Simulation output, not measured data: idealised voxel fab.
The following process module bears the name voxel transistor to metal.
The width of the displayed cross-section, cut, is 200 nm; its cells are square, with a size of 5 nm.
For the purposes of this document, a cross-section shall be understood as a grid of square cells, specified as bands listed in top-to-bottom order, each band consisting of one or more rows of cells.
Band entry format. Leading values: height of top, height of bottom, nm. Remainder: materials in left-to-right order, each with its width in nm. Special words: "full width" on a single material, which then fills the band edge to edge; "empty", empty space.
A quick word on heights: they are counted from 0, and under that level the wafer as it came to us is one material throughout. The lowest band is different from the rest in having no bottom; it simply continues downward, written as in "0 and below".
Note: "30 to 40" means the width goes from the first number (top row of the band) to the second number (bottom row) in equal steps per row of cells.
"no change" means the step left every cell of the cross-section as it was.
The entry "Sealed voids" lists the empty spaces that cover at least 8 cells and have no open path to the top. Each is written as width x height at distance, where the distance is measured from the left edge and all three values are in nm.
What comes after the settings on a step's line is commentary from the simulator itself on that step.
The setting "overlay nm" may be written on the line of a step. When the step uses a mask, the value reports how far to the right of the planned place the mask lay, and a negative value reports that it lay to the left.
[Planned process steps]
1 RECEIVE, material Si
2 CONFORMAL_DEP, material SiO2, thk nm 5
3 CONFORMAL_DEP, material SiN, thk nm 15
4 DIRECTIONAL_DEP, material aC, thk nm 10
5 PATTERN, tone cover, mask id ACTIVE, material resist, width nm 110, thk nm 25, overlay nm 0
6 DIRECTIONAL_ETCH, etch materials aC, depth nm 10
7 STRIP, etch materials resist
8 DIRECTIONAL_ETCH, etch materials SiN, depth nm 15
9 DIRECTIONAL_ETCH, etch materials SiO2, depth nm 5
10 DIRECTIONAL_ETCH, etch materials Si, depth nm 25
11 STRIP, etch materials aC
12 FILL_DEP, material SiO2, thk nm 10
13 CMP, height nm 20
14 SELECTIVE_ETCH, etch materials SiO2, depth nm 5
15 STRIP, etch materials SiN
16 SELECTIVE_ETCH, etch materials SiO2, depth nm 5
17 OXIDIZE, depth nm 5
18 DIRECTIONAL_DEP, material polySi, thk nm 20
19 DIRECTIONAL_DEP, material SiCN, thk nm 10
20 MASKED_ETCH, tone cover, mask id GATE, width nm 20, etch materials SiCN, depth nm 20, overlay nm 0
21 MASKED_ETCH, tone cover, mask id GATE, width nm 20, etch materials polySi, depth nm 30, overlay nm 0
22 CONFORMAL_DEP, material SiO2, thk nm 5
23 DIRECTIONAL_ETCH, etch materials SiO2, depth nm 5
24 CONFORMAL_DEP, material SiN, thk nm 5
25 DIRECTIONAL_ETCH, etch materials SiN, depth nm 5
26 DIRECTIONAL_ETCH, etch materials SiO2, depth nm 5
27 DIRECTIONAL_ETCH, etch materials Si, depth nm 5
28 EPI, material pSi, thk nm 5
29 FILL_DEP, material SiO2, thk nm 5
30 CMP, height nm 30
31 DIRECTIONAL_DEP, material SiO2, thk nm 15
32 PATTERN, tone open, mask id CONTACT, material resist, width nm 20, pitch nm 80, thk nm 20, overlay nm 0
33 DIRECTIONAL_ETCH, etch materials SiO2, depth nm 50
34 STRIP, etch materials resist
35 CONFORMAL_DEP, material TiN, thk nm 5
36 FILL_DEP, material W, thk nm 10
37 CMP, height nm 45
38 DIRECTIONAL_DEP, material TiN, thk nm 5
39 DIRECTIONAL_DEP, material Ru, thk nm 15
40 MASKED_ETCH, tone cover, mask id METAL_1, width nm 20, pitch nm 80, etch materials Ru, depth nm 15, overlay nm 0
41 MASKED_ETCH, tone cover, mask id METAL_1, width nm 20, pitch nm 80, etch materials TiN, depth nm 5, overlay nm 0
42 FILL_DEP, material lowk, thk nm 10
43 CMP, height nm 65
44 CONFORMAL_DEP, material SiCN, thk nm 5
45 DIRECTIONAL_DEP, material lowk, thk nm 35
46 PATTERN, tone open, mask id METAL_2_HOLES, material resist, width nm 15, pitch nm 80, thk nm 20, overlay nm 0
47 DIRECTIONAL_ETCH, etch materials lowk, depth nm 35
48 STRIP, etch materials resist
49 PATTERN, tone open, mask id METAL_2, material resist, width nm 20, pitch nm 80, thk nm 20, overlay nm 0
50 DIRECTIONAL_ETCH, etch materials lowk, depth nm 20
51 DIRECTIONAL_ETCH, etch materials SiCN, depth nm 5
52 STRIP, etch materials resist
53 CONFORMAL_DEP, material TiN, thk nm 5
54 FILL_DEP, material Ru, thk nm 10
55 CMP, height nm 105
56 CONFORMAL_DEP, material SiCN, thk nm 5
[Delivered wafer in cross-section: state after step 1]
  0 and below  Si full width
  Sealed voids: none
[Final cross-section, module run with one mistake (start and plan as above)]
  110 down to 105  SiCN full width
  105 down to 90  50 of lowk / 5 of TiN / 10 of Ru / 5 of TiN / 60 of lowk / 5 of TiN / 10 of Ru / 5 of TiN / 50 of lowk
  90 down to 85  50 of lowk / 5 of TiN / 5 of Ru / 10 of TiN / 60 of lowk / 5 of TiN / 5 of Ru / 10 of TiN / 50 of lowk
  85 down to 70  50 of lowk / 5 of TiN / 5 of Ru / 5 of TiN / 65 of lowk / 5 of TiN / 5 of Ru / 5 of TiN / 55 of lowk
  70 down to 65  50 of SiCN / 15 of TiN / 65 of SiCN / 15 of TiN / 55 of SiCN
  65 down to 50  50 of lowk / 20 of Ru / 60 of lowk / 20 of Ru / 50 of lowk
  50 down to 45  50 of lowk / 20 of TiN / 60 of lowk / 20 of TiN / 50 of lowk
  45 down to 30  50 of SiO2 / 5 of TiN / 10 of W / 5 of TiN / 60 of SiO2 / 5 of TiN / 10 of W / 5 of TiN / 50 of SiO2
  30 down to 20  50 of SiO2 / 5 of TiN / 10 of W / 5 of TiN / 10 of SiO2 / 5 of SiN / 5 of SiO2 / 20 of SiCN / 5 of SiO2 / 5 of SiN / 10 of SiO2 / 5 of TiN / 10 of W / 5 of TiN / 50 of SiO2
  20 down to 10  50 of SiO2 / 5 of TiN / 10 of W / 5 of TiN / 10 of SiO2 / 5 of SiN / 5 of SiO2 / 20 of polySi / 5 of SiO2 / 5 of SiN / 10 of SiO2 / 5 of TiN / 10 of W / 5 of TiN / 50 of SiO2
  10 down to 0  45 of SiO2 / 5 of SiN / 5 of TiN / 10 of W / 5 of TiN / 10 of SiO2 / 5 of SiN / 5 of SiO2 / 20 of polySi / 5 of SiO2 / 5 of SiN / 10 of SiO2 / 5 of TiN / 10 of W / 5 of TiN / 5 of SiN / 45 of SiO2
  0 down to -5  50 of SiO2 / 20 of TiN / 60 of SiO2 / 20 of TiN / 50 of SiO2
  -5 down to -10  SiO2 full width
  -10 down to -25  45 of SiO2 / 110 of Si / 45 of SiO2
  -25 and below  Si full width
  Sealed voids: none
What went wrong in running the wafer? step 17 was run on a setting that differed from the plan, and what really ran there is OXIDIZE, depth nm 10
